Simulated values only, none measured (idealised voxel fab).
process module | voxel wiring stack
Displayed cross-section: cut, width of 200 nm, square cells sized 5 nm.
In this document a cross-section is written as a grid of square cells. It is given as a series of bands, listed from the top down, and a band is one or more rows of cells. Quick guide to a band line: top height, bottom height (nm) up front; then every material left to right with its width in nm. Only one material and it's marked "everywhere"? Then it fills the band edge to edge. And "empty" just means empty space. Height reference: 0 = level under which incoming wafer is all one material. Lowest band: no bottom, runs on downward, e.g. "from 0 down". It should be noted that a width expressed as "30..40" varies in equal increments from row to row of cells within the band, taking the value of the first number at the top row and that of the second number at the bottom row. Take "everything unchanged" at face value: in the step it is given for, the cross-section changed in none of its cells. So "Fully enclosed voids" is basically the list of trapped voids: any empty space of 8 cells or more that can't reach the top through an opening. They're written width x height at distance, the distance being from the left edge, and it's all nm. after a step's settings: what the simulator itself notes on the step. When a step includes a mask, the "overlay nm" setting on its line states how far to the right of its planned place that mask lay, and negative values state how far to the left.
[Process steps - plan]
1: RECEIVE | material Si
2: CONFORMAL_DEP | material SiO2 | thk nm 15
3: DIRECTIONAL_DEP | material TiN | thk nm 5
4: DIRECTIONAL_DEP | material W | thk nm 25
5: PATTERN | tone cover | mask id METAL_1 | material resist | width nm 25 | pitch nm 55 | thk nm 20 | overlay nm 0
6: DIRECTIONAL_ETCH | etch materials W | depth nm 25
7: DIRECTIONAL_ETCH | etch materials TiN | depth nm 5
8: STRIP | etch materials resist
9: CONFORMAL_DEP | material SiCN | thk nm 5
10: FILL_DEP | material lowk | thk nm 5
11: CMP | height nm 45
12: CONFORMAL_DEP | material SiCN | thk nm 5
13: DIRECTIONAL_DEP | material lowk | thk nm 20
14: DIRECTIONAL_DEP | material aC | thk nm 15
15: PATTERN | tone open | mask id PLUG_1 | material resist | width nm 15 | thk nm 30 | overlay nm 0
16: DIRECTIONAL_ETCH | etch materials aC | depth nm 15
17: STRIP | etch materials resist
18: DIRECTIONAL_ETCH | etch materials lowk | depth nm 20
19: DIRECTIONAL_ETCH | etch materials SiCN | depth nm 5
20: STRIP | etch materials aC
21: EPI | material Ru | thk nm 10
22: EPI | material Ru | thk nm 10
23: EPI | material Ru | thk nm 5
24: DIRECTIONAL_DEP | material TiN | thk nm 5
25: DIRECTIONAL_DEP | material Ru | thk nm 20
26: DIRECTIONAL_DEP | material aC | thk nm 15
27: PATTERN | tone cover | mask id METAL_2 | material resist | width nm 25 | pitch nm 55 | thk nm 30 | overlay nm 0
28: DIRECTIONAL_ETCH | etch materials aC | depth nm 15
29: STRIP | etch materials resist
30: DIRECTIONAL_ETCH | etch materials Ru | depth nm 20
31: DIRECTIONAL_ETCH | etch materials TiN | depth nm 5
32: STRIP | etch materials aC
33: CONFORMAL_DEP | material SiN | thk nm 5
34: FILL_DEP | material SiO2 | thk nm 10
35: CMP | height nm 95
36: CONFORMAL_DEP | material SiCN | thk nm 5
37: DIRECTIONAL_DEP | material lowk | thk nm 10
38: DIRECTIONAL_DEP | material aC | thk nm 10
39: PATTERN | tone open | mask id PLUG_2 | material resist | width nm 15 | pitch nm 55 | thk nm 25 | overlay nm 0
40: DIRECTIONAL_ETCH | etch materials aC | depth nm 10
41: STRIP | etch materials resist
42: DIRECTIONAL_ETCH | etch materials lowk | depth nm 10
43: DIRECTIONAL_ETCH | etch materials SiCN | depth nm 5
44: STRIP | etch materials aC
45: CONFORMAL_DEP | material TiN | thk nm 5
46: FILL_DEP | material Ru | thk nm 10
47: CMP | height nm 110
48: CONFORMAL_DEP | material SiN | thk nm 5
49: DIRECTIONAL_DEP | material SiO2 | thk nm 25
50: PATTERN | tone open | mask id METAL_3 | material resist | width nm 25 | pitch nm 55 | thk nm 20 | overlay nm 0
51: DIRECTIONAL_ETCH | etch materials SiO2 | depth nm 25
52: DIRECTIONAL_ETCH | etch materials SiN | depth nm 5
53: STRIP | etch materials resist
54: CONFORMAL_DEP | material TiN | thk nm 5
55: FILL_DEP | material Cu | thk nm 10
56: CMP | height nm 140
57: CONFORMAL_DEP | material SiCN | thk nm 5
[So, the first of our two wafers, run just as we planned it]
[Cross-section of the wafer at receipt, which is the condition after step 1]
> from 0 down | Si everywhere
> Fully enclosed voids: none
[Cross-section of the wafer after step 2]
> from 15 to 0 | SiO2 everywhere
> No changes below 0.
[Cross-section of the wafer after step 3]
> from 20 to 15 | TiN everywhere
> No changes below 15.
[Cross-section of the wafer after step 4]
> from 45 to 20 | W everywhere
> No changes below 20.
[Cross-section of the wafer after step 5]
> from 65 to 45 | 60 nm empty | 25 nm resist | 30 nm empty | 25 nm resist | 60 nm empty
> No changes below 45.
[Cross-section of the wafer after step 6]
> from 65 to 45 | 60 nm empty | 25 nm resist | 30 nm empty | 25 nm resist | 60 nm empty
> from 45 to 20 | 60 nm empty | 25 nm W | 30 nm empty | 25 nm W | 60 nm empty
> No changes below 20.
[Cross-section of the wafer after step 7]
> from 65 to 45 | 60 nm empty | 25 nm resist | 30 nm empty | 25 nm resist | 60 nm empty
> from 45 to 20 | 60 nm empty | 25 nm W | 30 nm empty | 25 nm W | 60 nm empty
> from 20 to 15 | 60 nm empty | 25 nm TiN | 30 nm empty | 25 nm TiN | 60 nm empty
> No changes below 15.
[Cross-section of the wafer after step 8]
> from 45 to 20 | 60 nm empty | 25 nm W | 30 nm empty | 25 nm W | 60 nm empty
> No changes below 20.
[Cross-section of the wafer after step 9]
> from 50 to 45 | 55 nm empty | 35 nm SiCN | 20 nm empty | 35 nm SiCN | 55 nm empty
> from 45 to 20 | 55 nm empty | 5 nm SiCN | 25 nm W | 5 nm SiCN | 20 nm empty | 5 nm SiCN | 25 nm W | 5 nm SiCN | 55 nm empty
> from 20 to 15 | 60 nm SiCN | 25 nm TiN | 30 nm SiCN | 25 nm TiN | 60 nm SiCN
> No changes below 15.
[Cross-section of the wafer after step 10]
> from 55 to 50 | lowk everywhere
> from 50 to 45 | 55 nm lowk | 35 nm SiCN | 20 nm lowk | 35 nm SiCN | 55 nm lowk
> from 45 to 20 | 55 nm lowk | 5 nm SiCN | 25 nm W | 5 nm SiCN | 20 nm lowk | 5 nm SiCN | 25 nm W | 5 nm SiCN | 55 nm lowk
> No changes below 20.
[Cross-section of the wafer after step 11]
> from 45 to 20 | 55 nm lowk | 5 nm SiCN | 25 nm W | 5 nm SiCN | 20 nm lowk | 5 nm SiCN | 25 nm W | 5 nm SiCN | 55 nm lowk
> No changes below 20.
[Cross-section of the wafer after step 12]
> from 50 to 45 | SiCN everywhere
> No changes below 45.
[Cross-section of the wafer after step 13]
> from 70 to 50 | lowk everywhere
> No changes below 50.
[Cross-section of the wafer after step 14]
> from 85 to 70 | aC everywhere
> No changes below 70.
[Cross-section of the wafer after step 15]
> from 115 to 85 | 60 nm resist | 15 nm empty | 125 nm resist
> No changes below 85.
[Cross-section of the wafer after step 16]
> from 100 to 85 | 60 nm resist | 15 nm empty | 125 nm resist
> from 85 to 70 | 60 nm aC | 15 nm empty | 125 nm aC
> No changes below 70.
[Cross-section of the wafer after step 17]
> from 85 to 70 | 60 nm aC | 15 nm empty | 125 nm aC
> No changes below 70.
[Cross-section of the wafer after step 18]
> from 85 to 70 | 60 nm aC | 15 nm empty | 125 nm aC
> from 70 to 50 | 60 nm lowk | 15 nm empty | 125 nm lowk
> No changes below 50.
[Cross-section of the wafer after step 19]
> from 85 to 70 | 60 nm aC | 15 nm empty | 125 nm aC
> from 70 to 50 | 60 nm lowk | 15 nm empty | 125 nm lowk
> from 50 to 45 | 60 nm SiCN | 15 nm empty | 125 nm SiCN
> No changes below 45.
[Cross-section of the wafer after step 20]
> from 70 to 50 | 60 nm lowk | 15 nm empty | 125 nm lowk
> No changes below 50.
[Cross-section of the wafer after step 21]
> from 70 to 55 | 60 nm lowk | 15 nm empty | 125 nm lowk
> from 55 to 50 | 60 nm lowk | 15 nm Ru | 125 nm lowk
> from 50 to 45 | 60 nm SiCN | 15 nm Ru | 125 nm SiCN
> No changes below 45.
[Cross-section of the wafer after step 22]
> from 70 to 65 | 60 nm lowk | 15 nm empty | 125 nm lowk
> from 65 to 50 | 60 nm lowk | 15 nm Ru | 125 nm lowk
> No changes below 50.
[Cross-section of the wafer after step 23]
> from 70 to 50 | 60 nm lowk | 15 nm Ru | 125 nm lowk
> No changes below 50.
[Cross-section of the wafer after step 24]
> from 75 to 70 | TiN everywhere
> No changes below 70.
[Cross-section of the wafer after step 25]
> from 95 to 75 | Ru everywhere
> No changes below 75.
[Cross-section of the wafer after step 26]
> from 110 to 95 | aC everywhere
> No changes below 95.
[Cross-section of the wafer after step 27]
> from 140 to 110 | 60 nm empty | 25 nm resist | 30 nm empty | 25 nm resist | 60 nm empty
> No changes below 110.
[Cross-section of the wafer after step 28]
> from 125 to 110 | 60 nm empty | 25 nm resist | 30 nm empty | 25 nm resist | 60 nm empty
> from 110 to 95 | 60 nm empty | 25 nm aC | 30 nm empty | 25 nm aC | 60 nm empty
> No changes below 95.
[Cross-section of the wafer after step 29]
> from 110 to 95 | 60 nm empty | 25 nm aC | 30 nm empty | 25 nm aC | 60 nm empty
> No changes below 95.
[Cross-section of the wafer after step 30]
> from 110 to 95 | 60 nm empty | 25 nm aC | 30 nm empty | 25 nm aC | 60 nm empty
> from 95 to 75 | 60 nm empty | 25 nm Ru | 30 nm empty | 25 nm Ru | 60 nm empty
> No changes below 75.
[Cross-section of the wafer after step 31]
> from 110 to 95 | 60 nm empty | 25 nm aC | 30 nm empty | 25 nm aC | 60 nm empty
> from 95 to 75 | 60 nm empty | 25 nm Ru | 30 nm empty | 25 nm Ru | 60 nm empty
> from 75 to 70 | 60 nm empty | 25 nm TiN | 30 nm empty | 25 nm TiN | 60 nm empty
> No changes below 70.
[Cross-section of the wafer after step 32]
> from 95 to 75 | 60 nm empty | 25 nm Ru | 30 nm empty | 25 nm Ru | 60 nm empty
> No changes below 75.
[Cross-section of the wafer after step 33]
> from 100 to 95 | 55 nm empty | 35 nm SiN | 20 nm empty | 35 nm SiN | 55 nm empty
> from 95 to 75 | 55 nm empty | 5 nm SiN | 25 nm Ru | 5 nm SiN | 20 nm empty | 5 nm SiN | 25 nm Ru | 5 nm SiN | 55 nm empty
> from 75 to 70 | 60 nm SiN | 25 nm TiN | 30 nm SiN | 25 nm TiN | 60 nm SiN
> No changes below 70.
[Cross-section of the wafer after step 34]
> from 110 to 100 | SiO2 everywhere
> from 100 to 95 | 55 nm SiO2 | 35 nm SiN | 20 nm SiO2 | 35 nm SiN | 55 nm SiO2
> from 95 to 75 | 55 nm SiO2 | 5 nm SiN | 25 nm Ru | 5 nm SiN | 20 nm SiO2 | 5 nm SiN | 25 nm Ru | 5 nm SiN | 55 nm SiO2
> No changes below 75.
[Cross-section of the wafer after step 35]
> from 95 to 75 | 55 nm SiO2 | 5 nm SiN | 25 nm Ru | 5 nm SiN | 20 nm SiO2 | 5 nm SiN | 25 nm Ru | 5 nm SiN | 55 nm SiO2
> No changes below 75.
[Cross-section of the wafer after step 36]
> from 100 to 95 | SiCN everywhere
> No changes below 95.
[Cross-section of the wafer after step 37]
> from 110 to 100 | lowk everywhere
> No changes below 100.
[Cross-section of the wafer after step 38]
> from 120 to 110 | aC everywhere
> No changes below 110.
[Cross-section of the wafer after step 39]
> from 145 to 120 | 60 nm resist | 15 nm empty | 40 nm resist | 15 nm empty | 70 nm resist
> No changes below 120.
[Cross-section of the wafer after step 40]
> from 135 to 120 | 60 nm resist | 15 nm empty | 40 nm resist | 15 nm empty | 70 nm resist
> from 120 to 110 | 60 nm aC | 15 nm empty | 40 nm aC | 15 nm empty | 70 nm aC
> No changes below 110.
[Cross-section of the wafer after step 41]
> from 120 to 110 | 60 nm aC | 15 nm empty | 40 nm aC | 15 nm empty | 70 nm aC
> No changes below 110.
[Cross-section of the wafer after step 42]
> from 120 to 110 | 60 nm aC | 15 nm empty | 40 nm aC | 15 nm empty | 70 nm aC
> from 110 to 100 | 60 nm lowk | 15 nm empty | 40 nm lowk | 15 nm empty | 70 nm lowk
> No changes below 100.
[Cross-section of the wafer after step 43]
> from 120 to 110 | 60 nm aC | 15 nm empty | 40 nm aC | 15 nm empty | 70 nm aC
> from 110 to 100 | 60 nm lowk | 15 nm empty | 40 nm lowk | 15 nm empty | 70 nm lowk
> from 100 to 95 | 60 nm SiCN | 15 nm empty | 40 nm SiCN | 15 nm empty | 70 nm SiCN
> No changes below 95.
[Cross-section of the wafer after step 44]
> from 110 to 100 | 60 nm lowk | 15 nm empty | 40 nm lowk | 15 nm empty | 70 nm lowk
> No changes below 100.
[Cross-section of the wafer after step 45]
> from 115 to 110 | 65 nm TiN | 5 nm empty | 50 nm TiN | 5 nm empty | 75 nm TiN
> from 110 to 100 | 60 nm lowk | 5 nm TiN | 5 nm empty | 5 nm TiN | 40 nm lowk | 5 nm TiN | 5 nm empty | 5 nm TiN | 70 nm lowk
> from 100 to 95 | 60 nm SiCN | 15 nm TiN | 40 nm SiCN | 15 nm TiN | 70 nm SiCN
> No changes below 95.
[Cross-section of the wafer after step 46]
> from 125 to 115 | Ru everywhere
> from 115 to 110 | 65 nm TiN | 5 nm Ru | 50 nm TiN | 5 nm Ru | 75 nm TiN
> from 110 to 100 | 60 nm lowk | 5 nm TiN | 5 nm Ru | 5 nm TiN | 40 nm lowk | 5 nm TiN | 5 nm Ru | 5 nm TiN | 70 nm lowk
> No changes below 100.
[Cross-section of the wafer after step 47]
> from 110 to 100 | 60 nm lowk | 5 nm TiN | 5 nm Ru | 5 nm TiN | 40 nm lowk | 5 nm TiN | 5 nm Ru | 5 nm TiN | 70 nm lowk
> No changes below 100.
[Cross-section of the wafer after step 48]
> from 115 to 110 | SiN everywhere
> No changes below 110.
[Cross-section of the wafer after step 49]
> from 140 to 115 | SiO2 everywhere
> No changes below 115.
[Cross-section of the wafer after step 50]
> from 160 to 140 | 60 nm resist | 25 nm empty | 30 nm resist | 25 nm empty | 60 nm resist
> No changes below 140.
[Cross-section of the wafer after step 51]
> from 160 to 140 | 60 nm resist | 25 nm empty | 30 nm resist | 25 nm empty | 60 nm resist
> from 140 to 115 | 60 nm SiO2 | 25 nm empty | 30 nm SiO2 | 25 nm empty | 60 nm SiO2
> No changes below 115.
[Cross-section of the wafer after step 52]
> from 160 to 140 | 60 nm resist | 25 nm empty | 30 nm resist | 25 nm empty | 60 nm resist
> from 140 to 115 | 60 nm SiO2 | 25 nm empty | 30 nm SiO2 | 25 nm empty | 60 nm SiO2
> from 115 to 110 | 60 nm SiN | 25 nm empty | 30 nm SiN | 25 nm empty | 60 nm SiN
> No changes below 110.
[Cross-section of the wafer after step 53]
> from 140 to 115 | 60 nm SiO2 | 25 nm empty | 30 nm SiO2 | 25 nm empty | 60 nm SiO2
> No changes below 115.
[Cross-section of the wafer after step 54]
> from 145 to 140 | 65 nm TiN | 15 nm empty | 40 nm TiN | 15 nm empty | 65 nm TiN
> from 140 to 115 | 60 nm SiO2 | 5 nm TiN | 15 nm empty | 5 nm TiN | 30 nm SiO2 | 5 nm TiN | 15 nm empty | 5 nm TiN | 60 nm SiO2
> from 115 to 110 | 60 nm SiN | 25 nm TiN | 30 nm SiN | 25 nm TiN | 60 nm SiN
> No changes below 110.
[Cross-section of the wafer after step 55]
> from 155 to 145 | Cu everywhere
> from 145 to 140 | 65 nm TiN | 15 nm Cu | 40 nm TiN | 15 nm Cu | 65 nm TiN
> from 140 to 115 | 60 nm SiO2 | 5 nm TiN | 15 nm Cu | 5 nm TiN | 30 nm SiO2 | 5 nm TiN | 15 nm Cu | 5 nm TiN | 60 nm SiO2
> No changes below 115.
[Cross-section of the wafer after step 56]
> from 140 to 115 | 60 nm SiO2 | 5 nm TiN | 15 nm Cu | 5 nm TiN | 30 nm SiO2 | 5 nm TiN | 15 nm Cu | 5 nm TiN | 60 nm SiO2
> No changes below 115.
[Cross-section of the wafer after step 57]
> from 145 to 140 | SiCN everywhere
> No changes below 140.
[The remaining wafer, second of the two, started like the first and was run to the same plan, except that one mistake was made along the way; the two coincide through step 1, inclusive]
[when step 2 should have ended]
> from 30 to 0 | SiO2 everywhere
> No changes below 0.
[when step 3 should have ended]
> from 35 to 30 | TiN everywhere
> No changes below 30.
[when step 4 should have ended]
> from 60 to 35 | W everywhere
> No changes below 35.
[when step 5 should have ended]
> from 80 to 60 | 60 nm empty | 25 nm resist | 30 nm empty | 25 nm resist | 60 nm empty
> No changes below 60.
[when step 6 should have ended]
> from 80 to 60 | 60 nm empty | 25 nm resist | 30 nm empty | 25 nm resist | 60 nm empty
> from 60 to 35 | 60 nm empty | 25 nm W | 30 nm empty | 25 nm W | 60 nm empty
> No changes below 35.
[when step 7 should have ended]
> from 80 to 60 | 60 nm empty | 25 nm resist | 30 nm empty | 25 nm resist | 60 nm empty
> from 60 to 35 | 60 nm empty | 25 nm W | 30 nm empty | 25 nm W | 60 nm empty
> from 35 to 30 | 60 nm empty | 25 nm TiN | 30 nm empty | 25 nm TiN | 60 nm empty
> No changes below 30.
[when step 8 should have ended]
> from 60 to 35 | 60 nm empty | 25 nm W | 30 nm empty | 25 nm W | 60 nm empty
> No changes below 35.
[when step 9 should have ended]
> from 65 to 60 | 55 nm empty | 35 nm SiCN | 20 nm empty | 35 nm SiCN | 55 nm empty
> from 60 to 35 | 55 nm empty | 5 nm SiCN | 25 nm W | 5 nm SiCN | 20 nm empty | 5 nm SiCN | 25 nm W | 5 nm SiCN | 55 nm empty
> from 35 to 30 | 60 nm SiCN | 25 nm TiN | 30 nm SiCN | 25 nm TiN | 60 nm SiCN
> No changes below 30.
[when step 10 should have ended]
> from 70 to 65 | lowk everywhere
> from 65 to 60 | 55 nm lowk | 35 nm SiCN | 20 nm lowk | 35 nm SiCN | 55 nm lowk
> from 60 to 35 | 55 nm lowk | 5 nm SiCN | 25 nm W | 5 nm SiCN | 20 nm lowk | 5 nm SiCN | 25 nm W | 5 nm SiCN | 55 nm lowk
> No changes below 35.
[when step 11 should have ended]
> from 45 to 35 | 55 nm lowk | 5 nm SiCN | 25 nm W | 5 nm SiCN | 20 nm lowk | 5 nm SiCN | 25 nm W | 5 nm SiCN | 55 nm lowk
> No changes below 35.
[when step 12 should have ended]
> from 50 to 45 | SiCN everywhere
> No changes below 45.
[when step 13 should have ended]
> from 70 to 50 | lowk everywhere
> No changes below 50.
[when step 14 should have ended]
> from 85 to 70 | aC everywhere
> No changes below 70.
[when step 15 should have ended]
> from 115 to 85 | 60 nm resist | 15 nm empty | 125 nm resist
> No changes below 85.
[when step 16 should have ended]
> from 100 to 85 | 60 nm resist | 15 nm empty | 125 nm resist
> from 85 to 70 | 60 nm aC | 15 nm empty | 125 nm aC
> No changes below 70.
[when step 17 should have ended]
> from 85 to 70 | 60 nm aC | 15 nm empty | 125 nm aC
> No changes below 70.
[when step 18 should have ended]
> from 85 to 70 | 60 nm aC | 15 nm empty | 125 nm aC
> from 70 to 50 | 60 nm lowk | 15 nm empty | 125 nm lowk
> No changes below 50.
[when step 19 should have ended]
> from 85 to 70 | 60 nm aC | 15 nm empty | 125 nm aC
> from 70 to 50 | 60 nm lowk | 15 nm empty | 125 nm lowk
> from 50 to 45 | 60 nm SiCN | 15 nm empty | 125 nm SiCN
> No changes below 45.
[when step 20 should have ended]
> from 70 to 50 | 60 nm lowk | 15 nm empty | 125 nm lowk
> No changes below 50.
[when step 21 should have ended]
> from 70 to 55 | 60 nm lowk | 15 nm empty | 125 nm lowk
> from 55 to 50 | 60 nm lowk | 15 nm Ru | 125 nm lowk
> from 50 to 45 | 60 nm SiCN | 15 nm Ru | 125 nm SiCN
> No changes below 45.
[when step 22 should have ended]
> from 70 to 65 | 60 nm lowk | 15 nm empty | 125 nm lowk
> from 65 to 50 | 60 nm lowk | 15 nm Ru | 125 nm lowk
> No changes below 50.
[when step 23 should have ended]
> from 70 to 50 | 60 nm lowk | 15 nm Ru | 125 nm lowk
> No changes below 50.
[when step 24 should have ended]
> from 75 to 70 | TiN everywhere
> No changes below 70.
[when step 25 should have ended]
> from 95 to 75 | Ru everywhere
> No changes below 75.
[when step 26 should have ended]
> from 110 to 95 | aC everywhere
> No changes below 95.
[when step 27 should have ended]
> from 140 to 110 | 60 nm empty | 25 nm resist | 30 nm empty | 25 nm resist | 60 nm empty
> No changes below 110.
[when step 28 should have ended]
> from 125 to 110 | 60 nm empty | 25 nm resist | 30 nm empty | 25 nm resist | 60 nm empty
> from 110 to 95 | 60 nm empty | 25 nm aC | 30 nm empty | 25 nm aC | 60 nm empty
> No changes below 95.
[when step 29 should have ended]
> from 110 to 95 | 60 nm empty | 25 nm aC | 30 nm empty | 25 nm aC | 60 nm empty
> No changes below 95.
[when step 30 should have ended]
> from 110 to 95 | 60 nm empty | 25 nm aC | 30 nm empty | 25 nm aC | 60 nm empty
> from 95 to 75 | 60 nm empty | 25 nm Ru | 30 nm empty | 25 nm Ru | 60 nm empty
> No changes below 75.
[when step 31 should have ended]
> from 110 to 95 | 60 nm empty | 25 nm aC | 30 nm empty | 25 nm aC | 60 nm empty
> from 95 to 75 | 60 nm empty | 25 nm Ru | 30 nm empty | 25 nm Ru | 60 nm empty
> from 75 to 70 | 60 nm empty | 25 nm TiN | 30 nm empty | 25 nm TiN | 60 nm empty
> No changes below 70.
[when step 32 should have ended]
> from 95 to 75 | 60 nm empty | 25 nm Ru | 30 nm empty | 25 nm Ru | 60 nm empty
> No changes below 75.
[when step 33 should have ended]
> from 100 to 95 | 55 nm empty | 35 nm SiN | 20 nm empty | 35 nm SiN | 55 nm empty
> from 95 to 75 | 55 nm empty | 5 nm SiN | 25 nm Ru | 5 nm SiN | 20 nm empty | 5 nm SiN | 25 nm Ru | 5 nm SiN | 55 nm empty
> from 75 to 70 | 60 nm SiN | 25 nm TiN | 30 nm SiN | 25 nm TiN | 60 nm SiN
> No changes below 70.
[when step 34 should have ended]
> from 110 to 100 | SiO2 everywhere
> from 100 to 95 | 55 nm SiO2 | 35 nm SiN | 20 nm SiO2 | 35 nm SiN | 55 nm SiO2
> from 95 to 75 | 55 nm SiO2 | 5 nm SiN | 25 nm Ru | 5 nm SiN | 20 nm SiO2 | 5 nm SiN | 25 nm Ru | 5 nm SiN | 55 nm SiO2
> No changes below 75.
[when step 35 should have ended]
> from 95 to 75 | 55 nm SiO2 | 5 nm SiN | 25 nm Ru | 5 nm SiN | 20 nm SiO2 | 5 nm SiN | 25 nm Ru | 5 nm SiN | 55 nm SiO2
> No changes below 75.
[when step 36 should have ended]
> from 100 to 95 | SiCN everywhere
> No changes below 95.
[when step 37 should have ended]
> from 110 to 100 | lowk everywhere
> No changes below 100.
[when step 38 should have ended]
> from 120 to 110 | aC everywhere
> No changes below 110.
[when step 39 should have ended]
> from 145 to 120 | 60 nm resist | 15 nm empty | 40 nm resist | 15 nm empty | 70 nm resist
> No changes below 120.
[when step 40 should have ended]
> from 135 to 120 | 60 nm resist | 15 nm empty | 40 nm resist | 15 nm empty | 70 nm resist
> from 120 to 110 | 60 nm aC | 15 nm empty | 40 nm aC | 15 nm empty | 70 nm aC
> No changes below 110.
[when step 41 should have ended]
> from 120 to 110 | 60 nm aC | 15 nm empty | 40 nm aC | 15 nm empty | 70 nm aC
> No changes below 110.
[when step 42 should have ended]
> from 120 to 110 | 60 nm aC | 15 nm empty | 40 nm aC | 15 nm empty | 70 nm aC
> from 110 to 100 | 60 nm lowk | 15 nm empty | 40 nm lowk | 15 nm empty | 70 nm lowk
> No changes below 100.
[when step 43 should have ended]
> from 120 to 110 | 60 nm aC | 15 nm empty | 40 nm aC | 15 nm empty | 70 nm aC
> from 110 to 100 | 60 nm lowk | 15 nm empty | 40 nm lowk | 15 nm empty | 70 nm lowk
> from 100 to 95 | 60 nm SiCN | 15 nm empty | 40 nm SiCN | 15 nm empty | 70 nm SiCN
> No changes below 95.
[when step 44 should have ended]
> from 110 to 100 | 60 nm lowk | 15 nm empty | 40 nm lowk | 15 nm empty | 70 nm lowk
> No changes below 100.
[when step 45 should have ended]
> from 115 to 110 | 65 nm TiN | 5 nm empty | 50 nm TiN | 5 nm empty | 75 nm TiN
> from 110 to 100 | 60 nm lowk | 5 nm TiN | 5 nm empty | 5 nm TiN | 40 nm lowk | 5 nm TiN | 5 nm empty | 5 nm TiN | 70 nm lowk
> from 100 to 95 | 60 nm SiCN | 15 nm TiN | 40 nm SiCN | 15 nm TiN | 70 nm SiCN
> No changes below 95.
[when step 46 should have ended]
> from 125 to 115 | Ru everywhere
> from 115 to 110 | 65 nm TiN | 5 nm Ru | 50 nm TiN | 5 nm Ru | 75 nm TiN
> from 110 to 100 | 60 nm lowk | 5 nm TiN | 5 nm Ru | 5 nm TiN | 40 nm lowk | 5 nm TiN | 5 nm Ru | 5 nm TiN | 70 nm lowk
> No changes below 100.
[when step 47 should have ended]
> from 110 to 100 | 60 nm lowk | 5 nm TiN | 5 nm Ru | 5 nm TiN | 40 nm lowk | 5 nm TiN | 5 nm Ru | 5 nm TiN | 70 nm lowk
> No changes below 100.
[when step 48 should have ended]
> from 115 to 110 | SiN everywhere
> No changes below 110.
[when step 49 should have ended]
> from 140 to 115 | SiO2 everywhere
> No changes below 115.
[when step 50 should have ended]
> from 160 to 140 | 60 nm resist | 25 nm empty | 30 nm resist | 25 nm empty | 60 nm resist
> No changes below 140.
[when step 51 should have ended]
> from 160 to 140 | 60 nm resist | 25 nm empty | 30 nm resist | 25 nm empty | 60 nm resist
> from 140 to 115 | 60 nm SiO2 | 25 nm empty | 30 nm SiO2 | 25 nm empty | 60 nm SiO2
> No changes below 115.
[when step 52 should have ended]
> from 160 to 140 | 60 nm resist | 25 nm empty | 30 nm resist | 25 nm empty | 60 nm resist
> from 140 to 115 | 60 nm SiO2 | 25 nm empty | 30 nm SiO2 | 25 nm empty | 60 nm SiO2
> from 115 to 110 | 60 nm SiN | 25 nm empty | 30 nm SiN | 25 nm empty | 60 nm SiN
> No changes below 110.
[when step 53 should have ended]
> from 140 to 115 | 60 nm SiO2 | 25 nm empty | 30 nm SiO2 | 25 nm empty | 60 nm SiO2
> No changes below 115.
[when step 54 should have ended]
> from 145 to 140 | 65 nm TiN | 15 nm empty | 40 nm TiN | 15 nm empty | 65 nm TiN
> from 140 to 115 | 60 nm SiO2 | 5 nm TiN | 15 nm empty | 5 nm TiN | 30 nm SiO2 | 5 nm TiN | 15 nm empty | 5 nm TiN | 60 nm SiO2
> from 115 to 110 | 60 nm SiN | 25 nm TiN | 30 nm SiN | 25 nm TiN | 60 nm SiN
> No changes below 110.
[when step 55 should have ended]
> from 155 to 145 | Cu everywhere
> from 145 to 140 | 65 nm TiN | 15 nm Cu | 40 nm TiN | 15 nm Cu | 65 nm TiN
> from 140 to 115 | 60 nm SiO2 | 5 nm TiN | 15 nm Cu | 5 nm TiN | 30 nm SiO2 | 5 nm TiN | 15 nm Cu | 5 nm TiN | 60 nm SiO2
> No changes below 115.
[when step 56 should have ended]
> from 140 to 115 | 60 nm SiO2 | 5 nm TiN | 15 nm Cu | 5 nm TiN | 30 nm SiO2 | 5 nm TiN | 15 nm Cu | 5 nm TiN | 60 nm SiO2
> No changes below 115.
[when step 57 should have ended]
> from 145 to 140 | SiCN everywhere
> No changes below 140.
What went wrong in running the wafer? it should be noted that step 2 of the plan was executed twice
at the end the second wafer has, in cells: SiCN: 12 fewer | SiO2: 120 more | W: 30 fewer | lowk: 78 fewer
